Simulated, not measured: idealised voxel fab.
The document below concerns the process module designated voxel self aligned contacts.
The width of the displayed cross-section, cut, is 215 nm; its cells are square, with a size of 5 nm.
When this document writes out a cross-section, it uses a grid of square cells and lists it as bands, beginning at the top and moving down, with a band standing for one or more rows of cells.
Band entry format. Leading values: height of top, height of bottom, nm. Remainder: materials in left-to-right order, each with its width in nm. Special words: "throughout" on a single material, which then fills the band edge to edge; "empty", empty space.
Basically, 0 is our baseline, since under it the wafer straight out of the box is all one material. The bottom band has no lower end and keeps on going down, so it looks like "0 -> down".
The width entry "30->40" should be interpreted row by row: the top row of cells in the band takes the first number, the bottom row takes the second number, and the change between adjacent rows is uniform throughout.
Step marked "no modifications"? Then no cell in the cross-section changed in it.
Entry "Closed internal cavities" = empty spaces >= 8 cells with no open way to the top; each as width x height at distance, distance from left edge, all nm.
Text after the settings on a step's line: the simulator's own remark on that step.
Steps that use a mask can have "overlay nm" on their line. It says how far the mask sat to the right of where it was meant to be. Negative means to the left.

THE FOLLOWING LIST GIVES THE PLANNED PROCESS STEPS
| 1 | RECEIVE with material Si |
| 2 | CONFORMAL_DEP with material SiO2, thk nm 5 |
| 3 | DIRECTIONAL_DEP with material polySi, thk nm 30 |
| 4 | DIRECTIONAL_DEP with material SiN, thk nm 15 |
| 5 | DIRECTIONAL_DEP with material aC, thk nm 15 |
| 6 | PATTERN with tone cover, mask id GATE, material resist, width nm 35, pitch nm 60, thk nm 30, overlay nm 0 |
| 7 | DIRECTIONAL_ETCH with etch materials aC, depth nm 15 |
| 8 | STRIP with etch materials resist |
| 9 | DIRECTIONAL_ETCH with etch materials SiN, depth nm 15 |
| 10 | DIRECTIONAL_ETCH with etch materials polySi, depth nm 30 |
| 11 | STRIP with etch materials aC |
| 12 | CONFORMAL_DEP with material SiN, thk nm 5 |
| 13 | DIRECTIONAL_ETCH with etch materials SiN, depth nm 5 |
| 14 | FILL_DEP with material SiO2, thk nm 20 |
| 15 | CMP with height nm 60 |
| 16 | PATTERN with tone open, mask id CONTACT, material resist, width nm 45, thk nm 20, overlay nm 0 |
| 17 | DIRECTIONAL_ETCH with etch materials SiO2, depth nm 60 |
| 18 | STRIP with etch materials resist |
| 19 | CONFORMAL_DEP with material TiN, thk nm 5 |
| 20 | FILL_DEP with material W, thk nm 5 |
| 21 | CMP with height nm 60 |
| 22 | CONFORMAL_DEP with material SiN, thk nm 5 |

AS RECEIVED (POST STEP 1): CROSS-SECTION
0 -> down | Si throughout
Closed internal cavities: none

FIRST OF TWO WAFERS, END-OF-MODULE SECTION, RUN FOLLOWED PLAN
65 -> 60 | SiN throughout
60 -> 50 | SiO2=85, TiN=5->20, W=35->5, TiN=5->20, SiO2=85
50 -> 35 | SiO2=55, SiN=45, TiN=5, W=5, TiN=5, SiN=45, SiO2=55
35 -> 5 | SiO2=55, SiN=5, polySi=35, SiN=5, TiN=5, W=5, TiN=5, SiN=5, polySi=35, SiN=5, SiO2=55
5 -> 0 | SiO2=100, TiN=15, SiO2=100
0 -> down | Si throughout
Closed internal cavities: none

WAFER TWO, END OF MODULE, CROSS-SECTION. SAME START, SAME PLAN AS WAFER ONE. ONE MISTAKE IN THE RUN
65 -> 60 | SiN throughout
60 -> 50 | SiO2=85, TiN=5->25, W=35->5, TiN=5->15, SiO2=85
50 -> 35 | SiO2=60, SiN=45, TiN=5, W=5, TiN=5, SiN=45, SiO2=50
35 -> 5 | SiO2=60, SiN=5, polySi=35, SiN=5, TiN=5, W=5, TiN=5, SiN=5, polySi=35, SiN=5, SiO2=50
5 -> 0 | SiO2=105, TiN=15, SiO2=95
0 -> down | Si throughout
Closed internal cavities: none
what went wrong: rather than as planned, step 6 actually ran as PATTERN with tone cover, mask id GATE, material resist, width nm 35, pitch nm 60, thk nm 30, overlay nm 5
Same inventory, different map: at the end, the second wafer holds as many cells of each material as the first, placed elsewhere.
